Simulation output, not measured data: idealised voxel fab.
Title: Process Module voxel capacitor over wiring
Square cell edge 5 nm, section width 275 nm, ID cut.
Cross-section spec: square-cell grid; bands listed top down; each band is one or more rows.
Band: top height; bottom height; in nm. Then, left to right: material with width in nm, for each material. "everywhere": a single material spanning edge to edge. "blank": empty space.
All heights in this document are referenced to 0, defined as the level beneath which the wafer, as received, consists entirely of one material. The lowest band is not bounded below; it extends indefinitely downward and is written in the form "0 nm and below".
Note: "30->40" means the width goes from the first number (top row of the band) to the second number (bottom row) in equal steps per row of cells.
Take "no modifications" at face value: in the step it is given for, the cross-section changed in none of its cells.
Enclosed void catalog: empty space of 8 cells or more with no open way to the top, each as width x height at its distance from the left edge, in nm
What comes after the settings on a step's line is commentary from the simulator itself on that step.
The optional step-line setting "overlay nm" applies to steps with a mask and quantifies how far to the right of its planned location the mask lay, a negative value indicating leftward placement.

List of planned process steps:
1: RECEIVE, material Si
2: CONFORMAL_DEP, material SiO2, thk nm 15
3: CONFORMAL_DEP, material SiN, thk nm 5
4: DIRECTIONAL_DEP, material SiO2, thk nm 20
5: MASKED_ETCH, tone open, mask id METAL_1, width nm 20, pitch nm 70, etch materials SiO2, depth nm 20, overlay nm 0
6: MASKED_ETCH, tone open, mask id METAL_1, width nm 20, pitch nm 70, etch materials SiN, depth nm 5, overlay nm 0
7: CONFORMAL_DEP, material TiN, thk nm 5
8: FILL_DEP, material W, thk nm 5
9: CMP, height nm 40
10: CONFORMAL_DEP, material SiCN, thk nm 5
11: DIRECTIONAL_DEP, material lowk, thk nm 10
12: PATTERN, tone open, mask id PLUG_1, material resist, width nm 15, thk nm 15, overlay nm 0
13: DIRECTIONAL_ETCH, etch materials lowk, depth nm 10
14: DIRECTIONAL_ETCH, etch materials SiCN, depth nm 5
15: STRIP, etch materials resist
16: CONFORMAL_DEP, material TiN, thk nm 5
17: FILL_DEP, material Cu, thk nm 10
18: CMP, height nm 55
19: DIRECTIONAL_DEP, material TiN, thk nm 10
20: DIRECTIONAL_DEP, material SiN, thk nm 5
21: DIRECTIONAL_DEP, material TiN, thk nm 10
22: MASKED_ETCH, tone cover, mask id UPPER_PLATE, width nm 55, etch materials TiN, depth nm 10, overlay nm 0
23: MASKED_ETCH, tone cover, mask id UPPER_PLATE, width nm 55, etch materials SiN, depth nm 5, overlay nm 0
24: MASKED_ETCH, tone cover, mask id LOWER_PLATE, width nm 65, etch materials TiN, depth nm 10, overlay nm 0
25: FILL_DEP, material SiO2, thk nm 15
26: CMP, height nm 90
27: MASKED_ETCH, tone open, mask id PLUG_2, width nm 15, etch materials SiO2, depth nm 10, overlay nm 0
28: CONFORMAL_DEP, material TiN, thk nm 5
29: FILL_DEP, material W, thk nm 10
30: CMP, height nm 90
31: CONFORMAL_DEP, material SiN, thk nm 5

Wafer cross-section on receipt, i.e. after step 1:
- 0 nm and below | Si everywhere
- Enclosed void catalog: none

First wafer of two, sectioned at end of module; run went per plan:
- 95 nm to 90 nm | SiN everywhere
- 90 nm to 85 nm | SiO2 105 nm | TiN 5 nm | W 5 nm | TiN 5 nm | SiO2 155 nm
- 85 nm to 80 nm | SiO2 105 nm | TiN 15 nm | SiO2 155 nm
- 80 nm to 70 nm | SiO2 95 nm | TiN 55 nm | SiO2 125 nm
- 70 nm to 65 nm | SiO2 95 nm | SiN 55 nm | SiO2 125 nm
- 65 nm to 55 nm | SiO2 90 nm | TiN 65 nm | SiO2 120 nm
- 55 nm to 45 nm | lowk 95 nm | TiN 5 nm | Cu 5 nm | TiN 5 nm | lowk 165 nm
- 45 nm to 40 nm | SiCN 95 nm | TiN 15 nm | SiCN 165 nm
- 40 nm to 20 nm | SiO2 90 nm | TiN 5 nm | W 10 nm | TiN 5 nm | SiO2 50 nm | TiN 5 nm | W 10 nm | TiN 5 nm | SiO2 95 nm
- 20 nm to 15 nm | SiN 90 nm | TiN 20 nm | SiN 50 nm | TiN 20 nm | SiN 95 nm
- 15 nm to 0 nm | SiO2 everywhere
- 0 nm and below | Si everywhere
- Enclosed void catalog: none

Cross-section, wafer two of two, end of module: same start and plan as wafer one, one error in execution:
- 95 nm to 90 nm | SiN everywhere
- 90 nm to 85 nm | SiO2 105 nm | TiN 5 nm | W 5 nm | TiN 5 nm | SiO2 155 nm
- 85 nm to 80 nm | SiO2 105 nm | TiN 15 nm | SiO2 155 nm
- 80 nm to 70 nm | SiO2 95 nm | TiN 55 nm | SiO2 125 nm
- 70 nm to 65 nm | SiO2 95 nm | SiN 55 nm | SiO2 125 nm
- 65 nm to 55 nm | SiO2 90 nm | TiN 65 nm | SiO2 120 nm
- 55 nm to 45 nm | lowk 95 nm | TiN 5 nm | Cu 5 nm | TiN 5 nm | lowk 165 nm
- 45 nm to 40 nm | SiCN 95 nm | TiN 15 nm | SiCN 165 nm
- 40 nm to 35 nm | SiO2 90 nm | TiN 5 nm | W 10 nm | TiN 5 nm | SiO2 50 nm | TiN 5 nm | W 10 nm | TiN 5 nm | SiO2 95 nm
- 35 nm to 30 nm | SiN 90 nm | TiN 20 nm | SiN 50 nm | TiN 20 nm | SiN 95 nm
- 30 nm to 0 nm | SiO2 everywhere
- 0 nm and below | Si everywhere
- Enclosed void catalog: none
What went wrong in running the wafer? step 2 of the plan was twice carried out
At the finish, the second wafer shows more or fewer cells for some materials than the first does: SiO2 +24; TiN -12; W -12
